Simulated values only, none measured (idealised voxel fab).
process module | voxel fin reveal
cross-section cut | 205 nm wide | cells 5 nm
A cross-section is a grid of square cells, given in bands from the top down. A band is one or more rows of cells.
Each band's line starts with the height of the band's top and of its bottom, in nm. Then come its materials from left to right, each with its width in nm. One material with "throughout" fills the band from edge to edge. "air" is empty space.
Height 0 is the level under which the wafer as received is all one material. The lowest band goes on downwards, as in "0 down".
A width such as "30 to 40" changes by the same amount from each row of cells to the next, from the band's top row to its bottom row.
"no change" after a step means that no cell of the cross-section changed.
closed voids: empty space of 8 cells or more with no open way to the top, each as width x height at its distance from the left edge, in nm
after a step's settings: what the simulator itself notes on the step
overlay nm, on a step with a mask: how far to the right of its planned place the mask lay; to the left if negative
plan
1 op RECEIVE | material Si
2 op CONFORMAL_DEP | material SiN | thk nm 10
3 op DIRECTIONAL_DEP | material aC | thk nm 10
4 op PATTERN | tone cover | mask id FINS | material resist | width nm 15 | pitch nm 35 | thk nm 30 | overlay nm 0
5 op DIRECTIONAL_ETCH | etch materials aC | depth nm 10
6 op STRIP | etch materials resist
7 op DIRECTIONAL_ETCH | etch materials SiN | depth nm 10
8 op DIRECTIONAL_ETCH | etch materials Si | depth nm 35
9 op STRIP | etch materials aC
10 op FILL_DEP | material SiO2 | thk nm 5
11 op CMP | height nm 10
12 op SELECTIVE_ETCH | etch materials SiO2 | depth nm 20
13 op STRIP | etch materials SiN
14 op CONFORMAL_DEP | material HfO2 | thk nm 5
first wafer, as planned
as received, after step 1
  0 down: Si throughout
  closed voids: none
after step 2
  10 to 0: SiN throughout
  below 0: unchanged
after step 3
  20 to 10: aC throughout
  below 10: unchanged
after step 4
  50 to 20: air 60 | resist 15 | air 20 | resist 15 | air 20 | resist 15 | air 60
  below 20: unchanged
after step 5
  40 to 20: air 60 | resist 15 | air 20 | resist 15 | air 20 | resist 15 | air 60
  20 to 10: air 60 | aC 15 | air 20 | aC 15 | air 20 | aC 15 | air 60
  below 10: unchanged
after step 6
  20 to 10: air 60 | aC 15 | air 20 | aC 15 | air 20 | aC 15 | air 60
  below 10: unchanged
after step 7
  20 to 10: air 60 | aC 15 | air 20 | aC 15 | air 20 | aC 15 | air 60
  10 to 0: air 60 | SiN 15 | air 20 | SiN 15 | air 20 | SiN 15 | air 60
  below 0: unchanged
after step 8
  20 to 10: air 60 | aC 15 | air 20 | aC 15 | air 20 | aC 15 | air 60
  10 to 0: air 60 | SiN 15 | air 20 | SiN 15 | air 20 | SiN 15 | air 60
  0 to -35: air 60 | Si 15 | air 20 | Si 15 | air 20 | Si 15 | air 60
  below -35: unchanged
after step 9
  10 to 0: air 60 | SiN 15 | air 20 | SiN 15 | air 20 | SiN 15 | air 60
  below 0: unchanged
after step 10
  15 to 10: SiO2 throughout
  10 to 0: SiO2 60 | SiN 15 | SiO2 20 | SiN 15 | SiO2 20 | SiN 15 | SiO2 60
  0 to -35: SiO2 60 | Si 15 | SiO2 20 | Si 15 | SiO2 20 | Si 15 | SiO2 60
  below -35: unchanged
after step 11
  10 to 0: SiO2 60 | SiN 15 | SiO2 20 | SiN 15 | SiO2 20 | SiN 15 | SiO2 60
  below 0: unchanged
after step 12
  10 to 0: air 60 | SiN 15 | air 20 | SiN 15 | air 20 | SiN 15 | air 60
  0 to -10: air 60 | Si 15 | air 20 | Si 15 | air 20 | Si 15 | air 60
  below -10: unchanged
after step 13
  0 to -10: air 60 | Si 15 | air 20 | Si 15 | air 20 | Si 15 | air 60
  below -10: unchanged
after step 14
  5 to 0: air 55 | HfO2 25 | air 10 | HfO2 25 | air 10 | HfO2 25 | air 55
  0 to -5: air 55 | HfO2 5 | Si 15 | HfO2 5 | air 10 | HfO2 5 | Si 15 | HfO2 5 | air 10 | HfO2 5 | Si 15 | HfO2 5 | air 55
  -5 to -10: HfO2 60 | Si 15 | HfO2 20 | Si 15 | HfO2 20 | Si 15 | HfO2 60
  below -10: unchanged
second wafer: like start, like plan, one mistake. Through step 7 it matches the first wafer
when step 8 should have ended
  20 to 10: air 60 | aC 15 | air 20 | aC 15 | air 20 | aC 15 | air 60
  10 to 0: air 60 | SiN 15 | air 20 | SiN 15 | air 20 | SiN 15 | air 60
  0 to -70: air 60 | Si 15 | air 20 | Si 15 | air 20 | Si 15 | air 60
  below -70: unchanged
when step 9 should have ended
  10 to 0: air 60 | SiN 15 | air 20 | SiN 15 | air 20 | SiN 15 | air 60
  below 0: unchanged
when step 10 should have ended
  15 to 10: SiO2 throughout
  10 to 0: SiO2 60 | SiN 15 | SiO2 20 | SiN 15 | SiO2 20 | SiN 15 | SiO2 60
  0 to -70: SiO2 60 | Si 15 | SiO2 20 | Si 15 | SiO2 20 | Si 15 | SiO2 60
  below -70: unchanged
when step 11 should have ended
  10 to 0: SiO2 60 | SiN 15 | SiO2 20 | SiN 15 | SiO2 20 | SiN 15 | SiO2 60
  below 0: unchanged
when step 12 should have ended
  10 to 0: air 60 | SiN 15 | air 20 | SiN 15 | air 20 | SiN 15 | air 60
  0 to -10: air 60 | Si 15 | air 20 | Si 15 | air 20 | Si 15 | air 60
  below -10: unchanged
when step 13 should have ended
  0 to -10: air 60 | Si 15 | air 20 | Si 15 | air 20 | Si 15 | air 60
  below -10: unchanged
when step 14 should have ended
  5 to 0: air 55 | HfO2 25 | air 10 | HfO2 25 | air 10 | HfO2 25 | air 55
  0 to -5: air 55 | HfO2 5 | Si 15 | HfO2 5 | air 10 | HfO2 5 | Si 15 | HfO2 5 | air 10 | HfO2 5 | Si 15 | HfO2 5 | air 55
  -5 to -10: HfO2 60 | Si 15 | HfO2 20 | Si 15 | HfO2 20 | Si 15 | HfO2 60
  below -10: unchanged
what went wrong: step 8 was run twice
at the end the second wafer has, in cells: 224 fewer of Si | 224 more of SiO2
